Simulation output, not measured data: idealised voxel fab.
Title: Process Module voxel capacitor over wiring
Square cell edge 5 nm, section width 155 nm, ID cut.
Cross-section, as written here: a square-cell grid given band by band from the top down, where a band holds one or more rows of cells. Top, bottom (nm), then materials left to right with widths (nm); lone material tagged "all across" fills the whole band edge to edge; "air" = empty space. The level at which height equals 0 is the one under which the wafer, as it arrives, is entirely one material. No lower edge exists for the bottom band, which continues downward and is notated as in "0 and below". A width given as "30..40" starts at the first number in the band's top row and ends at the second number in its bottom row, shifting by an equal amount at every step from row to row. The cross-section has no changed cell in any step marked "no modifications". Look at "Enclosed cavities" for the closed voids: empty spaces with no open path to the top, sized 8 cells or up. Each is width x height at distance, distance from the left edge, all nm. Read whatever lies past the settings on a step's line as the simulator's own remark about the step. If you see "overlay nm" on a step's line and that step has a mask, it's telling you how far right of where it was planned the mask ended up; a negative number means it went left instead.
**Process steps (planned)**
step 1: RECEIVE,material Si
step 2: CONFORMAL_DEP,material SiO2,thk nm 15
step 3: DIRECTIONAL_DEP,material TiN,thk nm 5
step 4: DIRECTIONAL_DEP,material W,thk nm 15
step 5: PATTERN,tone cover,mask id METAL_1,material resist,width nm 25,pitch nm 95,thk nm 20,overlay nm 0
step 6: DIRECTIONAL_ETCH,etch materials W,depth nm 15
step 7: DIRECTIONAL_ETCH,etch materials TiN,depth nm 5
step 8: STRIP,etch materials resist
step 9: FILL_DEP,material lowk,thk nm 5
step 10: CMP,height nm 35
step 11: CONFORMAL_DEP,material SiCN,thk nm 5
step 12: DIRECTIONAL_DEP,material SiO2,thk nm 20
step 13: MASKED_ETCH,tone open,mask id PLUG_1,width nm 15,etch materials SiO2,depth nm 20,overlay nm 0
step 14: MASKED_ETCH,tone open,mask id PLUG_1,width nm 15,etch materials SiCN,depth nm 5,overlay nm 0
step 15: CONFORMAL_DEP,material TiN,thk nm 5
step 16: FILL_DEP,material Cu,thk nm 5
step 17: CMP,height nm 60
step 18: DIRECTIONAL_DEP,material TiN,thk nm 10
step 19: DIRECTIONAL_DEP,material SiN,thk nm 5
step 20: DIRECTIONAL_DEP,material TiN,thk nm 10
step 21: MASKED_ETCH,tone cover,mask id UPPER_PLATE,width nm 75,etch materials TiN,depth nm 10,overlay nm 0
step 22: MASKED_ETCH,tone cover,mask id UPPER_PLATE,width nm 75,etch materials SiN,depth nm 5,overlay nm 0
step 23: MASKED_ETCH,tone cover,mask id LOWER_PLATE,width nm 85,etch materials TiN,depth nm 10,overlay nm 0
step 24: FILL_DEP,material SiO2,thk nm 15
step 25: CMP,height nm 95
step 26: PATTERN,tone open,mask id PLUG_2,material resist,width nm 15,thk nm 20,overlay nm 0
step 27: DIRECTIONAL_ETCH,etch materials SiO2,depth nm 10
step 28: STRIP,etch materials resist
step 29: CONFORMAL_DEP,material TiN,thk nm 5
step 30: FILL_DEP,material Ru,thk nm 5
step 31: CMP,height nm 95
step 32: CONFORMAL_DEP,material SiCN,thk nm 5
**Cross-section: wafer on arrival = after step 1**
* 0 and below  Si all across
* Enclosed cavities: none
**Same starting wafer, same plan as above, one mistake in the execution; this is the cross-section at the end of the module**
* 100 down to 95  SiCN all across
* 95 down to 90  SiO2=35 | TiN=5 | Ru=5 | TiN=5 | SiO2=105
* 90 down to 85  SiO2=35 | TiN=15 | SiO2=105
* 85 down to 80  SiO2=25 | SiN=75 | SiO2=55
* 80 down to 70  SiO2=20 | TiN=85 | SiO2=50
* 70 down to 60  TiN all across
* 60 down to 40  SiO2=25 | TiN=5 | Cu=5 | TiN=5 | SiO2=115
* 40 down to 35  SiCN=25 | TiN=15 | SiCN=115
* 35 down to 20  lowk=15 | W=25 | lowk=70 | W=25 | lowk=20
* 20 down to 15  lowk=15 | TiN=25 | lowk=70 | TiN=25 | lowk=20
* 15 down to 0  SiO2 all across
* 0 and below  Si all across
* Enclosed cavities: none
Plan not followed: steps 19 and 20 of the plan were each performed in the slot designated for the other
